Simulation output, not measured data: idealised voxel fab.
process module | voxel released beams
cross-section cut | 275 nm wide | cells 5 nm
A cross-section is a grid of square cells, given in bands from the top down. A band is one or more rows of cells.
Each band's line starts with the height of the band's top and of its bottom, in nm. Then come its materials from left to right, each with its width in nm. One material with "throughout" fills the band from edge to edge. "air" is empty space.
Height 0 is the level under which the wafer as received is all one material. The lowest band goes on downwards, as in "0 down".
A width such as "30 to 40" changes by the same amount from each row of cells to the next, from the band's top row to its bottom row.
"no change" after a step means that no cell of the cross-section changed.
closed voids: empty space of 8 cells or more with no open way to the top, each as width x height at its distance from the left edge, in nm
after a step's settings: what the simulator itself notes on the step
overlay nm, on a step with a mask: how far to the right of its planned place the mask lay; to the left if negative
plan
1 op RECEIVE | material Si
2 op CONFORMAL_DEP | material SiN | thk nm 5
3 op DIRECTIONAL_DEP | material SiO2 | thk nm 20
4 op MASKED_ETCH | tone open | mask id ANCHOR | width nm 35 | etch materials SiO2 | depth nm 20 | overlay nm 0
5 op CONFORMAL_DEP | material TiN | thk nm 10
6 op MASKED_ETCH | tone cover | mask id BEAM | width nm 85 | etch materials TiN | depth nm 5 | overlay nm 0
7 op STRIP | etch materials SiO2
varied across the wafers: depth nm of step 6. The plan shows the first wafer's value. All wafers start alike
first wafer as received, after step 1
  0 down: Si throughout
  closed voids: none
first wafer at the end, after step 7
  35 to 30: air 90 | TiN 15 | air 15 | TiN 55 | air 100
  30 to 25: TiN 105 | air 15 | TiN 155
  25 to 15: SiO2 95 | TiN 10 | air 15 | TiN 10 | SiO2 145
  15 to 5: SiO2 95 | TiN 35 | SiO2 145
  5 to 0: SiN throughout
  0 down: Si throughout
  closed voids: none
last wafer at the end
  35 to 25: air 90 | TiN 15 | air 15 | TiN 55 | air 100
  25 to 15: air 95 | TiN 10 | air 15 | TiN 10 | air 145
  15 to 5: air 95 | TiN 35 | air 145
  5 to 0: SiN throughout
  0 down: Si throughout
  closed voids: none
each wafer at the end: cells of each material gained (+) or lost (-) since it was received, then its closed voids
depth nm 5 | +55 SiN | +192 SiO2 | +88 TiN | closed voids: none
depth nm 10 | +55 SiN | +50 TiN | closed voids: none
depth nm 15 | +55 SiN | +50 TiN | closed voids: none
depth nm 20 | +55 SiN | +50 TiN | closed voids: none
depth nm 25 | +55 SiN | +50 TiN | closed voids: none
